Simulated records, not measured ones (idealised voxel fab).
process module | voxel self aligned contacts
cross-section cut | 225 nm wide | cells 5 nm
A cross-section is a grid of square cells, given in bands from the top down. A band is one or more rows of cells.
Each band's line starts with the height of the band's top and of its bottom, in nm. Then come its materials from left to right, each with its width in nm. One material with "throughout" fills the band from edge to edge. "air" is empty space.
Height 0 is the level under which the wafer as received is all one material. The lowest band goes on downwards, as in "0 down".
A width such as "30 to 40" changes by the same amount from each row of cells to the next, from the band's top row to its bottom row.
"no change" after a step means that no cell of the cross-section changed.
closed voids: empty space of 8 cells or more with no open way to the top, each as width x height at its distance from the left edge, in nm
after a step's settings: what the simulator itself notes on the step
overlay nm, on a step with a mask: how far to the right of its planned place the mask lay; to the left if negative
plan
1 op RECEIVE | material Si
2 op CONFORMAL_DEP | material SiO2 | thk nm 5
3 op DIRECTIONAL_DEP | material polySi | thk nm 30
4 op DIRECTIONAL_DEP | material SiN | thk nm 15
5 op DIRECTIONAL_DEP | material aC | thk nm 15
6 op PATTERN | tone cover | mask id GATE | material resist | width nm 30 | pitch nm 65 | thk nm 35 | overlay nm 0
7 op DIRECTIONAL_ETCH | etch materials aC | depth nm 15
8 op STRIP | etch materials resist
9 op DIRECTIONAL_ETCH | etch materials SiN | depth nm 15
10 op DIRECTIONAL_ETCH | etch materials polySi | depth nm 30
11 op STRIP | etch materials aC
12 op CONFORMAL_DEP | material SiN | thk nm 5
13 op DIRECTIONAL_ETCH | etch materials SiN | depth nm 5
14 op FILL_DEP | material SiO2 | thk nm 15
15 op CMP | height nm 55
16 op MASKED_ETCH | tone open | mask id CONTACT | width nm 45 | etch materials SiO2 | depth nm 55 | overlay nm 0
17 op CONFORMAL_DEP | material TiN | thk nm 5
18 op FILL_DEP | material W | thk nm 5
19 op CMP | height nm 55
20 op CONFORMAL_DEP | material SiN | thk nm 5
as received, after step 1
  0 down: Si throughout
  closed voids: none
first wafer at the end, as planned
  60 to 55: SiN throughout
  55 to 50: SiO2 90 | TiN 15 | W 15 | TiN 15 | SiO2 90
  50 to 35: SiO2 60 | SiN 40 | TiN 5 | W 15 | TiN 5 | SiN 40 | SiO2 60
  35 to 5: SiO2 60 | SiN 5 | polySi 30 | SiN 5 | TiN 5 | W 15 | TiN 5 | SiN 5 | polySi 30 | SiN 5 | SiO2 60
  5 to 0: SiO2 100 | TiN 25 | SiO2 100
  0 down: Si throughout
  closed voids: none
second wafer at the end: like start, like plan, one mistake
  60 to 55: SiN throughout
  55 to 45: SiO2 90 | TiN 5 | W 35 | TiN 5 | SiO2 90
  45 to 40: SiO2 90 | TiN 15 | W 15 | TiN 15 | SiO2 90
  40 to 25: SiO2 60 | SiN 40 | TiN 5 | W 15 | TiN 5 | SiN 40 | SiO2 60
  25 to 5: SiO2 60 | SiN 5 | polySi 30 | SiN 5 | TiN 5 | W 15 | TiN 5 | SiN 5 | polySi 30 | SiN 5 | SiO2 60
  5 to 0: SiO2 100 | TiN 25 | SiO2 100
  0 down: Si throughout
  closed voids: none
what went wrong: step 3 ran as: op DIRECTIONAL_DEP | material polySi | thk nm 20
at the end the second wafer has, in cells: 8 fewer of SiN | 24 more of SiO2 | 8 more of W | 24 fewer of polySi
